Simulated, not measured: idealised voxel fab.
A process module follows: voxel released beams.
Each square cell in cross-section cut measures 5 nm, and the section as a whole is 230 nm wide.
The cross-sections in this document take the form of a grid made of square cells. They are written out as bands, in order from top to bottom. Each band consists of one or more rows of cells. Read a band's entry like this: the first values are the height of its top and the height of its bottom in nm, and what follows is the sequence of materials from left to right, each with its width in nm. Note that "air" is empty space, and that a single material marked "full width" reaches across the band from edge to edge. Height datum 0, below which the as-received substrate wafer is one material. Lowest band open at the bottom, running downward: "z 0 and below". You'd read "30..40" like this: the band's top row of cells is as wide as the first number, its bottom row is as wide as the second, and going down, every row changes width by the same amount as the row before did. Key: "no alterations made" - step with no changed cell in the cross-section. This entry, "Encapsulated voids", enumerates those empty regions of no fewer than 8 cells that possess no open connection to the top. Each region is reported in the form width x height at distance, the distance being taken from the left edge, with all three quantities expressed in nm. Step line, after settings: the simulator's comment on this step. For masked steps, "overlay nm" on the step line gives how far right of plan the mask actually lay; a minus sign means it lay to the left.

plan
1 RECEIVE,material Si
2 CONFORMAL_DEP,material SiN,thk nm 5
3 DIRECTIONAL_DEP,material SiO2,thk nm 10
4 DIRECTIONAL_DEP,material aC,thk nm 10
5 PATTERN,tone open,mask id ANCHOR,material resist,width nm 45,thk nm 30,overlay nm 0
6 DIRECTIONAL_ETCH,etch materials aC,depth nm 10
7 STRIP,etch materials resist
8 DIRECTIONAL_ETCH,etch materials SiO2,depth nm 10
9 STRIP,etch materials aC
10 CONFORMAL_DEP,material TiN,thk nm 15
11 PATTERN,tone cover,mask id BEAM,material resist,width nm 120,thk nm 15,overlay nm 0
12 DIRECTIONAL_ETCH,etch materials TiN,depth nm 15
13 STRIP,etch materials resist
14 STRIP,etch materials SiO2

As received (post step 1): cross-section
z 0 and below  Si full width
Encapsulated voids: none

Cross-section at module end, one run error; start and plan unchanged from above
z 30 to 15  air (50); TiN (120); air (60)
z 15 to 10  SiN full width
z 10 to 0  SiO2 full width
z 0 and below  Si full width
Encapsulated voids: none
Want to know what went wrong? steps 2 and 3 got flipped, so each one ran where the other should have
